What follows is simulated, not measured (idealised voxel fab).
process module | voxel double patterning
cross-section cut | 240 nm wide | cells 5 nm
A cross-section is a grid of square cells, given in bands from the top down. A band is one or more rows of cells.
Each band's line starts with the height of the band's top and of its bottom, in nm. Then come its materials from left to right, each with its width in nm. One material with "throughout" fills the band from edge to edge. "air" is empty space.
Height 0 is the level under which the wafer as received is all one material. The lowest band goes on downwards, as in "0 down".
A width such as "30 to 40" changes by the same amount from each row of cells to the next, from the band's top row to its bottom row.
"no change" after a step means that no cell of the cross-section changed.
closed voids: empty space of 8 cells or more with no open way to the top, each as width x height at its distance from the left edge, in nm
after a step's settings: what the simulator itself notes on the step
overlay nm, on a step with a mask: how far to the right of its planned place the mask lay; to the left if negative
plan
1 op RECEIVE | material Si
2 op CONFORMAL_DEP | material SiO2 | thk nm 10
3 op DIRECTIONAL_DEP | material W | thk nm 15
4 op DIRECTIONAL_DEP | material SiCN | thk nm 5
5 op PATTERN | tone open | mask id FIRST | material resist | width nm 15 | pitch nm 50 | thk nm 15 | overlay nm 0
6 op DIRECTIONAL_ETCH | etch materials SiCN | depth nm 5
7 op STRIP | etch materials resist
8 op DIRECTIONAL_DEP | material aC | thk nm 10
9 op PATTERN | tone open | mask id SECOND | material resist | width nm 15 | thk nm 30 | overlay nm 0
10 op DIRECTIONAL_ETCH | etch materials aC | depth nm 10
11 op STRIP | etch materials resist
12 op DIRECTIONAL_ETCH | etch materials SiCN | depth nm 5
13 op STRIP | etch materials aC
14 op DIRECTIONAL_ETCH | etch materials W | depth nm 15
15 op STRIP | etch materials SiCN
as received, after step 1
  0 down: Si throughout
  closed voids: none
first wafer at the end, as planned
  25 to 10: W 85 | air 15 | W 10 | air 15 | W 10 | air 15 | W 90
  10 to 0: SiO2 throughout
  0 down: Si throughout
  closed voids: none
second wafer at the end: like start, like plan, one mistake
  15 to 0: W 85 | air 15 | W 10 | air 15 | W 10 | air 15 | W 90
  0 down: Si throughout
  closed voids: none
what went wrong: step 2 was left out
at the end the second wafer has, in cells: 96 fewer of SiO2
